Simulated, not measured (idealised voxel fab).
Title: Process Module voxel transistor to metal
Section cut is 195 nm wide and gridded with 5 nm square cells.
When this document writes out a cross-section, it uses a grid of square cells and lists it as bands, beginning at the top and moving down, with a band standing for one or more rows of cells.
Band: top height; bottom height; in nm. Then, left to right: material with width in nm, for each material. "everywhere": a single material spanning edge to edge. "blank": empty space.
All heights in this document are referenced to 0, defined as the level beneath which the wafer, as received, consists entirely of one material. The lowest band is not bounded below; it extends indefinitely downward and is written in the form "0 -> down".
A two-number width, for instance "30..40", indicates that the width is equal to the first number in the top row of the band and to the second number in the bottom row, and that it changes by a constant amount per row of cells.
"nothing was modified", as given for a step, is the statement that not any cell of the cross-section underwent a change during that step.
"Closed void register": empty spaces of 8 cells or more with no open way to the top, each given as width x height at distance, distance from the left edge, all in nm.
Anything after a step's settings on that line? It's the simulator's own note about the step.
overlay nm: mask offset rightward from planned place, masked step; negative means leftward offset.
**Here's what the planned process steps look like**
- 1: RECEIVE (material Si)
- 2: OXIDIZE (depth nm 5)
- 3: CONFORMAL_DEP (material SiN; thk nm 15)
- 4: MASKED_ETCH (tone cover; mask id ACTIVE; width nm 100; etch materials SiN; depth nm 15; overlay nm 0)
- 5: MASKED_ETCH (tone cover; mask id ACTIVE; width nm 100; etch materials SiO2; depth nm 5; overlay nm 0)
- 6: MASKED_ETCH (tone cover; mask id ACTIVE; width nm 100; etch materials Si; depth nm 35; overlay nm 0)
- 7: OXIDIZE (depth nm 5)
- 8: FILL_DEP (material SiO2; thk nm 10)
- 9: CMP (height nm 15)
- 10: SELECTIVE_ETCH (etch materials SiO2; depth nm 5)
- 11: STRIP (etch materials SiN)
- 12: SELECTIVE_ETCH (etch materials SiO2; depth nm 5)
- 13: OXIDIZE (depth nm 5)
- 14: DIRECTIONAL_DEP (material polySi; thk nm 20)
- 15: DIRECTIONAL_DEP (material SiCN; thk nm 15)
- 16: PATTERN (tone cover; mask id GATE; material resist; width nm 20; thk nm 20; overlay nm 0)
- 17: DIRECTIONAL_ETCH (etch materials SiCN; depth nm 25)
- 18: DIRECTIONAL_ETCH (etch materials polySi; depth nm 30)
- 19: STRIP (etch materials resist)
- 20: CONFORMAL_DEP (material SiO2; thk nm 5)
- 21: DIRECTIONAL_ETCH (etch materials SiO2; depth nm 5)
- 22: CONFORMAL_DEP (material SiN; thk nm 10)
- 23: DIRECTIONAL_ETCH (etch materials SiN; depth nm 10)
- 24: DIRECTIONAL_ETCH (etch materials SiO2; depth nm 5)
- 25: EPI (material nSi; thk nm 5)
- 26: FILL_DEP (material SiO2; thk nm 5)
- 27: CMP (height nm 30)
- 28: DIRECTIONAL_DEP (material SiO2; thk nm 15)
- 29: MASKED_ETCH (tone open; mask id CONTACT; width nm 25; pitch nm 55; etch materials SiO2; depth nm 50; overlay nm 0)
- 30: CONFORMAL_DEP (material TiN; thk nm 5)
- 31: FILL_DEP (material W; thk nm 5)
- 32: CMP (height nm 45)
- 33: DIRECTIONAL_DEP (material TiN; thk nm 5)
- 34: DIRECTIONAL_DEP (material Ru; thk nm 15)
- 35: DIRECTIONAL_DEP (material aC; thk nm 10)
- 36: PATTERN (tone cover; mask id METAL_1; material resist; width nm 15; pitch nm 65; thk nm 30; overlay nm 0)
- 37: DIRECTIONAL_ETCH (etch materials aC; depth nm 10)
- 38: STRIP (etch materials resist)
- 39: DIRECTIONAL_ETCH (etch materials Ru; depth nm 15)
- 40: DIRECTIONAL_ETCH (etch materials TiN; depth nm 5)
- 41: STRIP (etch materials aC)
- 42: CONFORMAL_DEP (material SiCN; thk nm 5)
- 43: FILL_DEP (material lowk; thk nm 5)
- 44: CMP (height nm 65)
- 45: CONFORMAL_DEP (material SiN; thk nm 5)
**What follows covers the first of two wafers; it ran as planned**
**Cross-sectional view of the wafer in its as-received condition, corresponding to the state after step 1**
* 0 -> down: Si everywhere
* Closed void register: none
**Sectional view: wafer, after step 2**
* 0 -> -5: SiO2 everywhere
* Under the height -5 nothing was changed.
**Sectional view: wafer, after step 3**
* 15 -> 0: SiN everywhere
* Under the height 0 nothing was changed.
**Sectional view: wafer, after step 4**
* 15 -> 0: blank=45  SiN=100  blank=50
* Under the height 0 nothing was changed.
**Sectional view: wafer, after step 5**
* 15 -> 0: blank=45  SiN=100  blank=50
* 0 -> -5: blank=45  SiO2=100  blank=50
* Under the height -5 nothing was changed.
**Sectional view: wafer, after step 6**
* 15 -> 0: blank=45  SiN=100  blank=50
* 0 -> -5: blank=45  SiO2=100  blank=50
* -5 -> -40: blank=45  Si=100  blank=50
* Under the height -40 nothing was changed.
**Sectional view: wafer, after step 7**
* 15 -> 0: blank=45  SiN=100  blank=50
* 0 -> -5: blank=45  SiO2=100  blank=50
* -5 -> -40: blank=45  SiO2=5  Si=90  SiO2=5  blank=50
* -40 -> -45: SiO2=50  Si=90  SiO2=55
* Under the height -45 nothing was changed.
**Sectional view: wafer, after step 8**
* 25 -> 15: SiO2 everywhere
* 15 -> 0: SiO2=45  SiN=100  SiO2=50
* 0 -> -5: SiO2 everywhere
* -5 -> -45: SiO2=50  Si=90  SiO2=55
* Under the height -45 nothing was changed.
**Sectional view: wafer, after step 9**
* 15 -> 0: SiO2=45  SiN=100  SiO2=50
* Under the height 0 nothing was changed.
**Sectional view: wafer, after step 10**
* 15 -> 10: blank=45  SiN=100  blank=50
* Under the height 10 nothing was changed.
**Sectional view: wafer, after step 11**
* 10 -> 0: SiO2=45  blank=100  SiO2=50
* Under the height 0 nothing was changed.
**Sectional view: wafer, after step 12**
* 5 -> -5: SiO2=40  blank=110  SiO2=45
* Under the height -5 nothing was changed.
**Sectional view: wafer, after step 13**
* 5 -> -5: SiO2=40  blank=110  SiO2=45
* -5 -> -10: SiO2 everywhere
* Under the height -10 nothing was changed.
**Sectional view: wafer, after step 14**
* 25 -> 15: polySi=40  blank=110  polySi=45
* 15 -> 5: polySi everywhere
* 5 -> -5: SiO2=40  polySi=110  SiO2=45
* Under the height -5 nothing was changed.
**Sectional view: wafer, after step 15**
* 40 -> 30: SiCN=40  blank=110  SiCN=45
* 30 -> 25: SiCN everywhere
* 25 -> 15: polySi=40  SiCN=110  polySi=45
* Under the height 15 nothing was changed.
**Sectional view: wafer, after step 16**
* 60 -> 40: blank=85  resist=20  blank=90
* 40 -> 30: SiCN=40  blank=45  resist=20  blank=45  SiCN=45
* Under the height 30 nothing was changed.
**Sectional view: wafer, after step 17**
* 60 -> 30: blank=85  resist=20  blank=90
* 30 -> 25: blank=85  SiCN=20  blank=90
* 25 -> 15: polySi=40  blank=45  SiCN=20  blank=45  polySi=45
* Under the height 15 nothing was changed.
**Sectional view: wafer, after step 18**
* 60 -> 30: blank=85  resist=20  blank=90
* 30 -> 15: blank=85  SiCN=20  blank=90
* 15 -> 5: blank=85  polySi=20  blank=90
* 5 -> -5: SiO2=40  blank=45  polySi=20  blank=45  SiO2=45
* Under the height -5 nothing was changed.
**Sectional view: wafer, after step 19**
* 30 -> 15: blank=85  SiCN=20  blank=90
* Under the height 15 nothing was changed.
**Sectional view: wafer, after step 20**
* 35 -> 30: blank=80  SiO2=30  blank=85
* 30 -> 15: blank=80  SiO2=5  SiCN=20  SiO2=5  blank=85
* 15 -> 10: blank=80  SiO2=5  polySi=20  SiO2=5  blank=85
* 10 -> 0: SiO2=45  blank=35  SiO2=5  polySi=20  SiO2=5  blank=35  SiO2=50
* 0 -> -5: SiO2=85  polySi=20  SiO2=90
* Under the height -5 nothing was changed.
**Sectional view: wafer, after step 21**
* 30 -> 15: blank=80  SiO2=5  SiCN=20  SiO2=5  blank=85
* 15 -> 5: blank=80  SiO2=5  polySi=20  SiO2=5  blank=85
* 5 -> -5: SiO2=45  blank=35  SiO2=5  polySi=20  SiO2=5  blank=35  SiO2=50
* Under the height -5 nothing was changed.
**Sectional view: wafer, after step 22**
* 40 -> 30: blank=70  SiN=50  blank=75
* 30 -> 15: blank=70  SiN=10  SiO2=5  SiCN=20  SiO2=5  SiN=10  blank=75
* 15 -> 5: SiN=55  blank=15  SiN=10  SiO2=5  polySi=20  SiO2=5  SiN=10  blank=15  SiN=60
* 5 -> -5: SiO2=45  SiN=35  SiO2=5  polySi=20  SiO2=5  SiN=35  SiO2=50
* Under the height -5 nothing was changed.
**Sectional view: wafer, after step 23**
* 30 -> 15: blank=70  SiN=10  SiO2=5  SiCN=20  SiO2=5  SiN=10  blank=75
* 15 -> 5: blank=70  SiN=10  SiO2=5  polySi=20  SiO2=5  SiN=10  blank=75
* 5 -> -5: SiO2=45  SiN=10  blank=15  SiN=10  SiO2=5  polySi=20  SiO2=5  SiN=10  blank=15  SiN=10  SiO2=50
* Under the height -5 nothing was changed.
**Sectional view: wafer, after step 24**
* 30 -> 25: blank=70  SiN=10  blank=5  SiCN=20  blank=5  SiN=10  blank=75
* 25 -> 15: blank=70  SiN=10  SiO2=5  SiCN=20  SiO2=5  SiN=10  blank=75
* 15 -> 5: blank=70  SiN=10  SiO2=5  polySi=20  SiO2=5  SiN=10  blank=75
* 5 -> 0: blank=45  SiN=10  blank=15  SiN=10  SiO2=5  polySi=20  SiO2=5  SiN=10  blank=15  SiN=10  blank=50
* 0 -> -5: SiO2=45  SiN=10  blank=15  SiN=10  SiO2=5  polySi=20  SiO2=5  SiN=10  blank=15  SiN=10  SiO2=50
* -5 -> -10: SiO2=55  blank=15  SiO2=50  blank=15  SiO2=60
* Under the height -10 nothing was changed.
**Sectional view: wafer, after step 25**
* 30 -> 25: blank=70  SiN=10  blank=5  SiCN=20  blank=5  SiN=10  blank=75
* 25 -> 15: blank=70  SiN=10  SiO2=5  SiCN=20  SiO2=5  SiN=10  blank=75
* 15 -> 5: blank=70  SiN=10  SiO2=5  polySi=20  SiO2=5  SiN=10  blank=75
* 5 -> 0: blank=45  SiN=10  blank=15  SiN=10  SiO2=5  polySi=20  SiO2=5  SiN=10  blank=15  SiN=10  blank=50
* 0 -> -5: SiO2=45  SiN=10  blank=15  SiN=10  SiO2=5  polySi=20  SiO2=5  SiN=10  blank=15  SiN=10  SiO2=50
* -5 -> -10: SiO2=55  nSi=15  SiO2=50  nSi=15  SiO2=60
* Under the height -10 nothing was changed.
**Sectional view: wafer, after step 26**
* 35 -> 30: SiO2 everywhere
* 30 -> 15: SiO2=70  SiN=10  SiO2=5  SiCN=20  SiO2=5  SiN=10  SiO2=75
* 15 -> 5: SiO2=70  SiN=10  SiO2=5  polySi=20  SiO2=5  SiN=10  SiO2=75
* 5 -> -5: SiO2=45  SiN=10  SiO2=15  SiN=10  SiO2=5  polySi=20  SiO2=5  SiN=10  SiO2=15  SiN=10  SiO2=50
* Under the height -5 nothing was changed.
**Sectional view: wafer, after step 27**
* 30 -> 15: SiO2=70  SiN=10  SiO2=5  SiCN=20  SiO2=5  SiN=10  SiO2=75
* Under the height 15 nothing was changed.
**Sectional view: wafer, after step 28**
* 45 -> 30: SiO2 everywhere
* Under the height 30 nothing was changed.
**Sectional view: wafer, after step 29**
* 45 -> 30: SiO2=55  blank=25  SiO2=30  blank=25  SiO2=60
* 30 -> 15: SiO2=55  blank=15  SiN=10  SiO2=5  SiCN=20  SiO2=5  SiN=10  blank=15  SiO2=60
* 15 -> 5: SiO2=55  blank=15  SiN=10  SiO2=5  polySi=20  SiO2=5  SiN=10  blank=15  SiO2=60
* 5 -> -5: SiO2=45  SiN=10  blank=15  SiN=10  SiO2=5  polySi=20  SiO2=5  SiN=10  blank=15  SiN=10  SiO2=50
* Under the height -5 nothing was changed.
**Sectional view: wafer, after step 30**
* 50 -> 45: TiN=60  blank=15  TiN=40  blank=15  TiN=65
* 45 -> 35: SiO2=55  TiN=5  blank=15  TiN=5  SiO2=30  TiN=5  blank=15  TiN=5  SiO2=60
* 35 -> 30: SiO2=55  TiN=5  blank=5  TiN=15  SiO2=30  TiN=15  blank=5  TiN=5  SiO2=60
* 30 -> 15: SiO2=55  TiN=5  blank=5  TiN=5  SiN=10  SiO2=5  SiCN=20  SiO2=5  SiN=10  TiN=5  blank=5  TiN=5  SiO2=60
* 15 -> 5: SiO2=55  TiN=5  blank=5  TiN=5  SiN=10  SiO2=5  polySi=20  SiO2=5  SiN=10  TiN=5  blank=5  TiN=5  SiO2=60
* 5 -> 0: SiO2=45  SiN=10  TiN=5  blank=5  TiN=5  SiN=10  SiO2=5  polySi=20  SiO2=5  SiN=10  TiN=5  blank=5  TiN=5  SiN=10  SiO2=50
* 0 -> -5: SiO2=45  SiN=10  TiN=15  SiN=10  SiO2=5  polySi=20  SiO2=5  SiN=10  TiN=15  SiN=10  SiO2=50
* Under the height -5 nothing was changed.
**Sectional view: wafer, after step 31**
* 55 -> 50: W everywhere
* 50 -> 45: TiN=60  W=15  TiN=40  W=15  TiN=65
* 45 -> 35: SiO2=55  TiN=5  W=15  TiN=5  SiO2=30  TiN=5  W=15  TiN=5  SiO2=60
* 35 -> 30: SiO2=55  TiN=5  W=5  TiN=15  SiO2=30  TiN=15  W=5  TiN=5  SiO2=60
* 30 -> 15: SiO2=55  TiN=5  W=5  TiN=5  SiN=10  SiO2=5  SiCN=20  SiO2=5  SiN=10  TiN=5  W=5  TiN=5  SiO2=60
* 15 -> 5: SiO2=55  TiN=5  W=5  TiN=5  SiN=10  SiO2=5  polySi=20  SiO2=5  SiN=10  TiN=5  W=5  TiN=5  SiO2=60
* 5 -> 0: SiO2=45  SiN=10  TiN=5  W=5  TiN=5  SiN=10  SiO2=5  polySi=20  SiO2=5  SiN=10  TiN=5  W=5  TiN=5  SiN=10  SiO2=50
* Under the height 0 nothing was changed.
**Sectional view: wafer, after step 32**
* 45 -> 35: SiO2=55  TiN=5  W=15  TiN=5  SiO2=30  TiN=5  W=15  TiN=5  SiO2=60
* Under the height 35 nothing was changed.
**Sectional view: wafer, after step 33**
* 50 -> 45: TiN everywhere
* Under the height 45 nothing was changed.
**Sectional view: wafer, after step 34**
* 65 -> 50: Ru everywhere
* Under the height 50 nothing was changed.
**Sectional view: wafer, after step 35**
* 75 -> 65: aC everywhere
* Under the height 65 nothing was changed.
**Sectional view: wafer, after step 36**
* 105 -> 75: blank=55  resist=15  blank=50  resist=15  blank=60
* Under the height 75 nothing was changed.
**Sectional view: wafer, after step 37**
* 95 -> 75: blank=55  resist=15  blank=50  resist=15  blank=60
* 75 -> 65: blank=55  aC=15  blank=50  aC=15  blank=60
* Under the height 65 nothing was changed.
**Sectional view: wafer, after step 38**
* 75 -> 65: blank=55  aC=15  blank=50  aC=15  blank=60
* Under the height 65 nothing was changed.
**Sectional view: wafer, after step 39**
* 75 -> 65: blank=55  aC=15  blank=50  aC=15  blank=60
* 65 -> 50: blank=55  Ru=15  blank=50  Ru=15  blank=60
* Under the height 50 nothing was changed.
**Sectional view: wafer, after step 40**
* 75 -> 65: blank=55  aC=15  blank=50  aC=15  blank=60
* 65 -> 50: blank=55  Ru=15  blank=50  Ru=15  blank=60
* 50 -> 45: blank=55  TiN=15  blank=50  TiN=15  blank=60
* Under the height 45 nothing was changed.
**Sectional view: wafer, after step 41**
* 65 -> 50: blank=55  Ru=15  blank=50  Ru=15  blank=60
* Under the height 50 nothing was changed.
**Sectional view: wafer, after step 42**
* 70 -> 65: blank=50  SiCN=25  blank=40  SiCN=25  blank=55
* 65 -> 50: blank=50  SiCN=5  Ru=15  SiCN=5  blank=40  SiCN=5  Ru=15  SiCN=5  blank=55
* 50 -> 45: SiCN=55  TiN=15  SiCN=50  TiN=15  SiCN=60
* Under the height 45 nothing was changed.
**Sectional view: wafer, after step 43**
* 75 -> 70: lowk everywhere
* 70 -> 65: lowk=50  SiCN=25  lowk=40  SiCN=25  lowk=55
* 65 -> 50: lowk=50  SiCN=5  Ru=15  SiCN=5  lowk=40  SiCN=5  Ru=15  SiCN=5  lowk=55
* Under the height 50 nothing was changed.
**Sectional view: wafer, after step 44**
* 65 -> 50: lowk=50  SiCN=5  Ru=15  SiCN=5  lowk=40  SiCN=5  Ru=15  SiCN=5  lowk=55
* Under the height 50 nothing was changed.
**Sectional view: wafer, after step 45**
* 70 -> 65: SiN everywhere
* Under the height 65 nothing was changed.
**The remaining wafer, second of the two, started like the first and was run to the same plan, except that one mistake was made along the way; the two coincide through step 19, inclusive**
Second wafer, cut view, end of step 20 per plan: nothing was modified
**Second wafer, cut view, end of step 21 per plan**
* 30 -> 15: blank=85  SiCN=20  blank=90
* 15 -> 0: blank=85  polySi=20  blank=90
* 0 -> -5: SiO2=40  blank=45  polySi=20  blank=45  SiO2=45
* -5 -> -10: SiO2=40  blank=45  SiO2=20  blank=45  SiO2=45
* Under the height -10 nothing was changed.
**Second wafer, cut view, end of step 22 per plan**
* 40 -> 30: blank=75  SiN=40  blank=80
* 30 -> 15: blank=75  SiN=10  SiCN=20  SiN=10  blank=80
* 15 -> 10: blank=75  SiN=10  polySi=20  SiN=10  blank=80
* 10 -> 0: SiN=50  blank=25  SiN=10  polySi=20  SiN=10  blank=25  SiN=55
* 0 -> -5: SiO2=40  SiN=45  polySi=20  SiN=45  SiO2=45
* -5 -> -10: SiO2=40  SiN=45  SiO2=20  SiN=45  SiO2=45
* Under the height -10 nothing was changed.
**Second wafer, cut view, end of step 23 per plan**
* 30 -> 15: blank=75  SiN=10  SiCN=20  SiN=10  blank=80
* 15 -> 0: blank=75  SiN=10  polySi=20  SiN=10  blank=80
* 0 -> -5: SiO2=40  SiN=10  blank=25  SiN=10  polySi=20  SiN=10  blank=25  SiN=10  SiO2=45
* -5 -> -10: SiO2=40  SiN=10  blank=25  SiN=10  SiO2=20  SiN=10  blank=25  SiN=10  SiO2=45
* Under the height -10 nothing was changed.
**Second wafer, cut view, end of step 24 per plan**
* 30 -> 15: blank=75  SiN=10  SiCN=20  SiN=10  blank=80
* 15 -> 0: blank=75  SiN=10  polySi=20  SiN=10  blank=80
* 0 -> -5: blank=40  SiN=10  blank=25  SiN=10  polySi=20  SiN=10  blank=25  SiN=10  blank=45
* Under the height -5 nothing was changed.
**Second wafer, cut view, end of step 25 per plan**
* 30 -> 15: blank=75  SiN=10  SiCN=20  SiN=10  blank=80
* 15 -> 0: blank=75  SiN=10  polySi=20  SiN=10  blank=80
* 0 -> -5: blank=40  SiN=10  blank=25  SiN=10  polySi=20  SiN=10  blank=25  SiN=10  blank=45
* -5 -> -10: SiO2=40  SiN=10  nSi=25  SiN=10  SiO2=20  SiN=10  nSi=25  SiN=10  SiO2=45
* Under the height -10 nothing was changed.
**Second wafer, cut view, end of step 26 per plan**
* 35 -> 30: SiO2 everywhere
* 30 -> 15: SiO2=75  SiN=10  SiCN=20  SiN=10  SiO2=80
* 15 -> 0: SiO2=75  SiN=10  polySi=20  SiN=10  SiO2=80
* 0 -> -5: SiO2=40  SiN=10  SiO2=25  SiN=10  polySi=20  SiN=10  SiO2=25  SiN=10  SiO2=45
* Under the height -5 nothing was changed.
**Second wafer, cut view, end of step 27 per plan**
* 30 -> 15: SiO2=75  SiN=10  SiCN=20  SiN=10  SiO2=80
* Under the height 15 nothing was changed.
**Second wafer, cut view, end of step 28 per plan**
* 45 -> 30: SiO2 everywhere
* Under the height 30 nothing was changed.
**Second wafer, cut view, end of step 29 per plan**
* 45 -> 30: SiO2=55  blank=25  SiO2=30  blank=25  SiO2=60
* 30 -> 15: SiO2=55  blank=20  SiN=10  SiCN=20  SiN=10  blank=20  SiO2=60
* 15 -> 0: SiO2=55  blank=20  SiN=10  polySi=20  SiN=10  blank=20  SiO2=60
* 0 -> -5: SiO2=40  SiN=10  SiO2=5  blank=20  SiN=10  polySi=20  SiN=10  blank=20  SiO2=5  SiN=10  SiO2=45
* Under the height -5 nothing was changed.
**Second wafer, cut view, end of step 30 per plan**
* 50 -> 45: TiN=60  blank=15  TiN=40  blank=15  TiN=65
* 45 -> 35: SiO2=55  TiN=5  blank=15  TiN=5  SiO2=30  TiN=5  blank=15  TiN=5  SiO2=60
* 35 -> 30: SiO2=55  TiN=5  blank=10  TiN=10  SiO2=30  TiN=10  blank=10  TiN=5  SiO2=60
* 30 -> 15: SiO2=55  TiN=5  blank=10  TiN=5  SiN=10  SiCN=20  SiN=10  TiN=5  blank=10  TiN=5  SiO2=60
* 15 -> 0: SiO2=55  TiN=5  blank=10  TiN=5  SiN=10  polySi=20  SiN=10  TiN=5  blank=10  TiN=5  SiO2=60
* 0 -> -5: SiO2=40  SiN=10  SiO2=5  TiN=20  SiN=10  polySi=20  SiN=10  TiN=20  SiO2=5  SiN=10  SiO2=45
* Under the height -5 nothing was changed.
**Second wafer, cut view, end of step 31 per plan**
* 55 -> 50: W everywhere
* 50 -> 45: TiN=60  W=15  TiN=40  W=15  TiN=65
* 45 -> 35: SiO2=55  TiN=5  W=15  TiN=5  SiO2=30  TiN=5  W=15  TiN=5  SiO2=60
* 35 -> 30: SiO2=55  TiN=5  W=10  TiN=10  SiO2=30  TiN=10  W=10  TiN=5  SiO2=60
* 30 -> 15: SiO2=55  TiN=5  W=10  TiN=5  SiN=10  SiCN=20  SiN=10  TiN=5  W=10  TiN=5  SiO2=60
* 15 -> 0: SiO2=55  TiN=5  W=10  TiN=5  SiN=10  polySi=20  SiN=10  TiN=5  W=10  TiN=5  SiO2=60
* Under the height 0 nothing was changed.
**Second wafer, cut view, end of step 32 per plan**
* 45 -> 35: SiO2=55  TiN=5  W=15  TiN=5  SiO2=30  TiN=5  W=15  TiN=5  SiO2=60
* Under the height 35 nothing was changed.
**Second wafer, cut view, end of step 33 per plan**
* 50 -> 45: TiN everywhere
* Under the height 45 nothing was changed.
**Second wafer, cut view, end of step 34 per plan**
* 65 -> 50: Ru everywhere
* Under the height 50 nothing was changed.
**Second wafer, cut view, end of step 35 per plan**
* 75 -> 65: aC everywhere
* Under the height 65 nothing was changed.
**Second wafer, cut view, end of step 36 per plan**
* 105 -> 75: blank=55  resist=15  blank=50  resist=15  blank=60
* Under the height 75 nothing was changed.
**Second wafer, cut view, end of step 37 per plan**
* 95 -> 75: blank=55  resist=15  blank=50  resist=15  blank=60
* 75 -> 65: blank=55  aC=15  blank=50  aC=15  blank=60
* Under the height 65 nothing was changed.
**Second wafer, cut view, end of step 38 per plan**
* 75 -> 65: blank=55  aC=15  blank=50  aC=15  blank=60
* Under the height 65 nothing was changed.
**Second wafer, cut view, end of step 39 per plan**
* 75 -> 65: blank=55  aC=15  blank=50  aC=15  blank=60
* 65 -> 50: blank=55  Ru=15  blank=50  Ru=15  blank=60
* Under the height 50 nothing was changed.
**Second wafer, cut view, end of step 40 per plan**
* 75 -> 65: blank=55  aC=15  blank=50  aC=15  blank=60
* 65 -> 50: blank=55  Ru=15  blank=50  Ru=15  blank=60
* 50 -> 45: blank=55  TiN=15  blank=50  TiN=15  blank=60
* Under the height 45 nothing was changed.
**Second wafer, cut view, end of step 41 per plan**
* 65 -> 50: blank=55  Ru=15  blank=50  Ru=15  blank=60
* Under the height 50 nothing was changed.
**Second wafer, cut view, end of step 42 per plan**
* 70 -> 65: blank=50  SiCN=25  blank=40  SiCN=25  blank=55
* 65 -> 50: blank=50  SiCN=5  Ru=15  SiCN=5  blank=40  SiCN=5  Ru=15  SiCN=5  blank=55
* 50 -> 45: SiCN=55  TiN=15  SiCN=50  TiN=15  SiCN=60
* Under the height 45 nothing was changed.
**Second wafer, cut view, end of step 43 per plan**
* 75 -> 70: lowk everywhere
* 70 -> 65: lowk=50  SiCN=25  lowk=40  SiCN=25  lowk=55
* 65 -> 50: lowk=50  SiCN=5  Ru=15  SiCN=5  lowk=40  SiCN=5  Ru=15  SiCN=5  lowk=55
* Under the height 50 nothing was changed.
**Second wafer, cut view, end of step 44 per plan**
* 65 -> 50: lowk=50  SiCN=5  Ru=15  SiCN=5  lowk=40  SiCN=5  Ru=15  SiCN=5  lowk=55
* Under the height 50 nothing was changed.
**Second wafer, cut view, end of step 45 per plan**
* 70 -> 65: SiN everywhere
* Under the height 65 nothing was changed.
What was the processing mistake? step 20 of the plan was omitted and not executed
In the final state, the cell counts of the second wafer exceed or fall short of those of the first for the following materials: SiN: 4 more; SiO2: 22 fewer; W: 14 more; nSi: 4 more
